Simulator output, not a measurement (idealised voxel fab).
The process module presented herein is designated voxel wiring stack.
Cross-sectional view cut (width: 185 nm; square cell size: 5 nm).
In this document a cross-section is written as a grid of square cells. It is given as a series of bands, listed from the top down, and a band is one or more rows of cells. It is stipulated that each band's entry specify, in nanometres, the height of the top of the band and then that of its bottom, followed by the materials of the band in left-to-right sequence, each together with its width in nanometres. A single material marked by the word "full width" is understood to fill the band from edge to edge; the word "empty" is understood to denote empty space. Basically, 0 is our baseline, since under it the wafer straight out of the box is all one material. The bottom band has no lower end and keeps on going down, so it looks like "from 0 down". The width entry "30->40" should be interpreted row by row: the top row of cells in the band takes the first number, the bottom row takes the second number, and the change between adjacent rows is uniform throughout. "no change occurred", as given for a step, is the statement that not any cell of the cross-section underwent a change during that step. "Enclosed void list" enumerates empty spaces isolated from the top, with no open way to it, that contain at least 8 cells, giving each as width x height at distance from the left edge, all three in nm. Read whatever lies past the settings on a step's line as the simulator's own remark about the step. "overlay nm" answers the question of how far to the right of plan the mask lay on a step that has a mask, and when it is negative the answer is to the left.
Plan
1: RECEIVE [material Si]
2: CONFORMAL_DEP [material SiO2] [thk nm 15]
3: DIRECTIONAL_DEP [material TiN] [thk nm 5]
4: DIRECTIONAL_DEP [material W] [thk nm 25]
5: DIRECTIONAL_DEP [material aC] [thk nm 10]
6: PATTERN [tone cover] [mask id METAL_1] [material resist] [width nm 15] [pitch nm 55] [thk nm 30] [overlay nm 0]
7: DIRECTIONAL_ETCH [etch materials aC] [depth nm 10]
8: STRIP [etch materials resist]
9: DIRECTIONAL_ETCH [etch materials W] [depth nm 25]
10: DIRECTIONAL_ETCH [etch materials TiN] [depth nm 5]
11: STRIP [etch materials aC]
12: CONFORMAL_DEP [material SiN] [thk nm 5]
13: FILL_DEP [material lowk] [thk nm 5]
14: CMP [height nm 45]
15: CONFORMAL_DEP [material SiCN] [thk nm 5]
16: DIRECTIONAL_DEP [material lowk] [thk nm 20]
17: DIRECTIONAL_DEP [material aC] [thk nm 10]
18: PATTERN [tone open] [mask id PLUG_1] [material resist] [width nm 15] [pitch nm 110] [thk nm 25] [overlay nm 0]
19: DIRECTIONAL_ETCH [etch materials aC] [depth nm 10]
20: STRIP [etch materials resist]
21: DIRECTIONAL_ETCH [etch materials lowk] [depth nm 20]
22: DIRECTIONAL_ETCH [etch materials SiCN] [depth nm 5]
23: STRIP [etch materials aC]
24: CONFORMAL_DEP [material TiN] [thk nm 5]
25: FILL_DEP [material W] [thk nm 5]
26: CMP [height nm 70]
27: CONFORMAL_DEP [material SiN] [thk nm 5]
28: DIRECTIONAL_DEP [material lowk] [thk nm 15]
29: MASKED_ETCH [tone open] [mask id METAL_2] [width nm 25] [pitch nm 55] [etch materials lowk] [depth nm 15] [overlay nm 0]
30: MASKED_ETCH [tone open] [mask id METAL_2] [width nm 25] [pitch nm 55] [etch materials SiN] [depth nm 5] [overlay nm 0]
31: CONFORMAL_DEP [material TiN] [thk nm 5]
32: FILL_DEP [material Cu] [thk nm 10]
33: CMP [height nm 90]
34: EPI [material Ru] [thk nm 5]
35: FILL_DEP [material SiCN] [thk nm 5]
36: DIRECTIONAL_DEP [material lowk] [thk nm 10]
37: PATTERN [tone open] [mask id PLUG_2] [material resist] [width nm 15] [pitch nm 55] [thk nm 15] [overlay nm 0]
38: DIRECTIONAL_ETCH [etch materials lowk] [depth nm 10]
39: DIRECTIONAL_ETCH [etch materials SiCN] [depth nm 5]
40: STRIP [etch materials resist]
41: CONFORMAL_DEP [material TiN] [thk nm 5]
42: FILL_DEP [material W] [thk nm 10]
43: CMP [height nm 110]
44: CONFORMAL_DEP [material SiCN] [thk nm 5]
45: DIRECTIONAL_DEP [material lowk] [thk nm 15]
46: MASKED_ETCH [tone open] [mask id METAL_3] [width nm 25] [pitch nm 55] [etch materials lowk] [depth nm 15] [overlay nm 0]
47: MASKED_ETCH [tone open] [mask id METAL_3] [width nm 25] [pitch nm 55] [etch materials SiCN] [depth nm 5] [overlay nm 0]
48: CONFORMAL_DEP [material TiN] [thk nm 5]
49: FILL_DEP [material Ru] [thk nm 10]
50: CMP [height nm 130]
51: EPI [material Ru] [thk nm 5]
52: FILL_DEP [material SiCN] [thk nm 5]
Keep in mind the plan's value for the width nm of step 6 comes from the first wafer; the wafers don't share that setting, but they do share the same starting point.
First wafer of several, as received: cross-section after step 1
- from 0 down  Si full width
- Enclosed void list: none
End of module, by wafer: material-by-material cell gain (+) or loss (-) since receipt, then closed voids
width nm 15, +27 Cu, +69 Ru, +150 SiCN, +80 SiN, +111 SiO2, +118 TiN, +59 W, +422 lowk, Enclosed void list: none
width nm 20, +27 Cu, +69 Ru, +150 SiCN, +77 SiN, +111 SiO2, +121 TiN, +74 W, +407 lowk, Enclosed void list: none
width nm 25, +27 Cu, +69 Ru, +150 SiCN, +74 SiN, +111 SiO2, +124 TiN, +89 W, +392 lowk, Enclosed void list: none
width nm 30, +27 Cu, +69 Ru, +150 SiCN, +71 SiN, +111 SiO2, +127 TiN, +104 W, +377 lowk, Enclosed void list: none
width nm 35, +27 Cu, +69 Ru, +150 SiCN, +68 SiN, +111 SiO2, +130 TiN, +119 W, +362 lowk, Enclosed void list: none
width nm 40, +27 Cu, +69 Ru, +150 SiCN, +65 SiN, +111 SiO2, +133 TiN, +134 W, +347 lowk, Enclosed void list: none
